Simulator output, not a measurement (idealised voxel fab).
Process module, titled voxel wiring stack
This is section cut - it's 270 nm across, gridded in 5 nm square cells.
Reading order for cross-sections: top band down to bottom band. Underlying form: a grid of square cells. Band size: one or more rows of cells.
The band entry comprises the height of the band's top followed by the height of its bottom, expressed in nm, and subsequently the band's materials from left to right, each stated together with its width in nm. Where a single material is marked with the word "edge to edge", that material fills the band from edge to edge. The word "empty" represents empty space.
It should be noted that heights are counted from 0, beneath which the wafer as supplied is of one material throughout, and that the lowest band possesses no lower boundary but continues downward, as written in "z 0 and below".
You'd read "30 to 40" like this: the band's top row of cells is as wide as the first number, its bottom row is as wide as the second, and going down, every row changes width by the same amount as the row before did.
The designation "everything unchanged", where it is given for a processing step, indicates that no cell of the cross-section was altered in the course of that step.
Any empty space of 8 cells or more lacking an open way to the top shows up in "Enclosed empty spaces" as width x height at distance, distance from the left edge, in nm.
Step line, after settings: the simulator's comment on this step.
Each step line may optionally specify "overlay nm", which for a step with a mask gives the rightward distance between the mask's planned place and where it lay, a negative value indicating the leftward direction.

### These are the steps we planned for the process
1: RECEIVE | material Si
2: CONFORMAL_DEP | material SiO2 | thk nm 15
3: CONFORMAL_DEP | material SiCN | thk nm 5
4: DIRECTIONAL_DEP | material SiO2 | thk nm 25
5: MASKED_ETCH | tone open | mask id METAL_1 | width nm 20 | pitch nm 40 | etch materials SiO2 | depth nm 25 | overlay nm 0
6: MASKED_ETCH | tone open | mask id METAL_1 | width nm 20 | pitch nm 40 | etch materials SiCN | depth nm 5 | overlay nm 0
7: CONFORMAL_DEP | material TiN | thk nm 5
8: FILL_DEP | material Cu | thk nm 5
9: CMP | height nm 45
10: EPI | material Ru | thk nm 5
11: FILL_DEP | material SiCN | thk nm 5
12: DIRECTIONAL_DEP | material lowk | thk nm 10
13: MASKED_ETCH | tone open | mask id PLUG_1 | width nm 15 | pitch nm 40 | etch materials lowk | depth nm 10 | overlay nm 0
14: MASKED_ETCH | tone open | mask id PLUG_1 | width nm 15 | pitch nm 40 | etch materials SiCN | depth nm 5 | overlay nm 0
15: CONFORMAL_DEP | material TiN | thk nm 5
16: FILL_DEP | material W | thk nm 10
17: CMP | height nm 65
18: DIRECTIONAL_DEP | material TiN | thk nm 5
19: DIRECTIONAL_DEP | material W | thk nm 25
20: MASKED_ETCH | tone cover | mask id METAL_2 | width nm 20 | pitch nm 40 | etch materials W | depth nm 25 | overlay nm 0
21: MASKED_ETCH | tone cover | mask id METAL_2 | width nm 20 | pitch nm 40 | etch materials TiN | depth nm 5 | overlay nm 0
22: CONFORMAL_DEP | material SiCN | thk nm 5
23: FILL_DEP | material lowk | thk nm 10
24: CMP | height nm 95
25: CONFORMAL_DEP | material SiCN | thk nm 5

### As-received wafer cross-section (after step 1)
- z 0 and below = Si edge to edge
- Enclosed empty spaces: none

### Same starting wafer, same plan as above, one mistake in the execution; this is the cross-section at the end of the module
- z 100 to 95 = SiCN edge to edge
- z 95 to 75 = 100 of lowk / 5 of SiCN / 20 of W / 5 of SiCN / 10 of lowk / 5 of SiCN / 20 of W / 5 of SiCN / 100 of lowk
- z 75 to 70 = 105 of SiCN / 20 of W / 20 of SiCN / 20 of W / 105 of SiCN
- z 70 to 65 = SiCN edge to edge
- z 65 to 55 = 105 of lowk / 5 of TiN / 5 of W / 5 of TiN / 25 of lowk / 5 of TiN / 5 of W / 5 of TiN / 110 of lowk
- z 55 to 50 = 105 of SiCN / 15 of TiN / 25 of SiCN / 15 of TiN / 110 of SiCN
- z 50 to 45 = 100 of SiCN / 30 of Ru / 10 of SiCN / 30 of Ru / 100 of SiCN
- z 45 to 20 = 105 of SiO2 / 5 of TiN / 10 of Cu / 5 of TiN / 20 of SiO2 / 5 of TiN / 10 of Cu / 5 of TiN / 105 of SiO2
- z 20 to 15 = 105 of SiCN / 20 of TiN / 20 of SiCN / 20 of TiN / 105 of SiCN
- z 15 to 0 = SiO2 edge to edge
- z 0 and below = Si edge to edge
- Enclosed empty spaces: none
Here's what went sideways: so step 18 ended up running with a different setting than we planned, it ran as DIRECTIONAL_DEP | material SiCN | thk nm 5
